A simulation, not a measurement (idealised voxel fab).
The process module presented herein is designated voxel transistor to metal.
Cross-sectional view cut (width: 280 nm; square cell size: 5 nm).
A cross-section is a grid of square cells, given in bands from the top down. A band is one or more rows of cells.
What a band's entry tells you: where the top is and where the bottom is, as heights in nm, and after that what lies inside, material by material from left to right, each with its width in nm. Empty space is written as the word "blank", and a single material marked with the word "edge to edge" occupies the band from edge to edge.
Heads up on the height convention: 0 is the point under which the incoming wafer is all one material, and the lowest band has no bottom, it just keeps going down, like "from 0 down".
Read "30->40" as a graded width: first number on top, second number at the bottom, same change between each pair of neighbouring rows.
"remains unaltered" after a step means that no cell of the cross-section changed.
Heads up: "Closed empty spaces" only lists the empty pockets with no open path to the top that are 8 cells or more, and it writes them as width x height at distance, distance from the left edge, in nm.
Heads up: the bit after the settings on a step's line is the simulator's remark on that step.
The setting "overlay nm" may be written on the line of a step. When the step uses a mask, the value reports how far to the right of the planned place the mask lay, and a negative value reports that it lay to the left.
# Intended process steps
1) RECEIVE [material Si]
2) CONFORMAL_DEP [material SiO2] [thk nm 5]
3) CONFORMAL_DEP [material SiN] [thk nm 15]
4) DIRECTIONAL_DEP [material aC] [thk nm 10]
5) PATTERN [tone cover] [mask id ACTIVE] [material resist] [width nm 95] [pitch nm 125] [thk nm 25] [overlay nm 0]
6) DIRECTIONAL_ETCH [etch materials aC] [depth nm 10]
7) STRIP [etch materials resist]
8) DIRECTIONAL_ETCH [etch materials SiN] [depth nm 15]
9) DIRECTIONAL_ETCH [etch materials SiO2] [depth nm 5]
10) DIRECTIONAL_ETCH [etch materials Si] [depth nm 30]
11) STRIP [etch materials aC]
12) FILL_DEP [material SiO2] [thk nm 5]
13) CMP [height nm 20]
14) SELECTIVE_ETCH [etch materials SiO2] [depth nm 15]
15) STRIP [etch materials SiN]
16) SELECTIVE_ETCH [etch materials SiO2] [depth nm 5]
17) OXIDIZE [depth nm 5]
18) DIRECTIONAL_DEP [material polySi] [thk nm 30]
19) DIRECTIONAL_DEP [material SiCN] [thk nm 15]
20) PATTERN [tone cover] [mask id GATE] [material resist] [width nm 25] [pitch nm 125] [thk nm 15] [overlay nm 0]
21) DIRECTIONAL_ETCH [etch materials SiCN] [depth nm 25]
22) DIRECTIONAL_ETCH [etch materials polySi] [depth nm 40]
23) STRIP [etch materials resist]
24) CONFORMAL_DEP [material SiO2] [thk nm 5]
25) DIRECTIONAL_ETCH [etch materials SiO2] [depth nm 5]
26) CONFORMAL_DEP [material SiN] [thk nm 10]
27) DIRECTIONAL_ETCH [etch materials SiN] [depth nm 10]
28) DIRECTIONAL_ETCH [etch materials SiO2] [depth nm 5]
29) DIRECTIONAL_ETCH [etch materials Si] [depth nm 15]
30) EPI [material SiGe] [thk nm 20]
31) FILL_DEP [material SiO2] [thk nm 10]
32) CMP [height nm 45]
33) DIRECTIONAL_DEP [material SiO2] [thk nm 10]
34) DIRECTIONAL_DEP [material aC] [thk nm 10]
35) PATTERN [tone open] [mask id CONTACT] [material resist] [width nm 30] [thk nm 25] [overlay nm 0]
36) DIRECTIONAL_ETCH [etch materials aC] [depth nm 10]
37) STRIP [etch materials resist]
38) DIRECTIONAL_ETCH [etch materials SiO2] [depth nm 40]
39) STRIP [etch materials aC]
40) CONFORMAL_DEP [material TiN] [thk nm 5]
41) FILL_DEP [material W] [thk nm 10]
42) CMP [height nm 55]
43) DIRECTIONAL_DEP [material TiN] [thk nm 5]
44) DIRECTIONAL_DEP [material Ru] [thk nm 20]
45) DIRECTIONAL_DEP [material aC] [thk nm 10]
46) PATTERN [tone cover] [mask id METAL_1] [material resist] [width nm 20] [thk nm 25] [overlay nm 0]
47) DIRECTIONAL_ETCH [etch materials aC] [depth nm 10]
48) STRIP [etch materials resist]
49) DIRECTIONAL_ETCH [etch materials Ru] [depth nm 20]
50) DIRECTIONAL_ETCH [etch materials TiN] [depth nm 5]
51) STRIP [etch materials aC]
52) FILL_DEP [material SiO2] [thk nm 5]
53) CMP [height nm 80]
54) CONFORMAL_DEP [material SiN] [thk nm 5]
Wafers differ in width nm at step 5; plan lists the first wafer's value; identical starting state.
# Cross-section of the first of several received wafers, showing its state after step 1
> from 0 down = Si edge to edge
> Closed empty spaces: none
# Per wafer, end of module: cells gained (+) or lost (-) per material since receipt, then closed voids
width nm 95, +64 Ru, -194 Si, +30 SiCN, +116 SiGe, +128 SiN, +588 SiO2, +96 TiN, +64 W, +60 polySi, Closed empty spaces: none
width nm 100, +64 Ru, -190 Si, +30 SiCN, +124 SiGe, +128 SiN, +576 SiO2, +96 TiN, +64 W, +60 polySi, Closed empty spaces: none
width nm 105, +64 Ru, -186 Si, +30 SiCN, +132 SiGe, +128 SiN, +564 SiO2, +96 TiN, +64 W, +60 polySi, Closed empty spaces: none
width nm 110, +64 Ru, -182 Si, +30 SiCN, +140 SiGe, +128 SiN, +552 SiO2, +96 TiN, +64 W, +60 polySi, Closed empty spaces: none
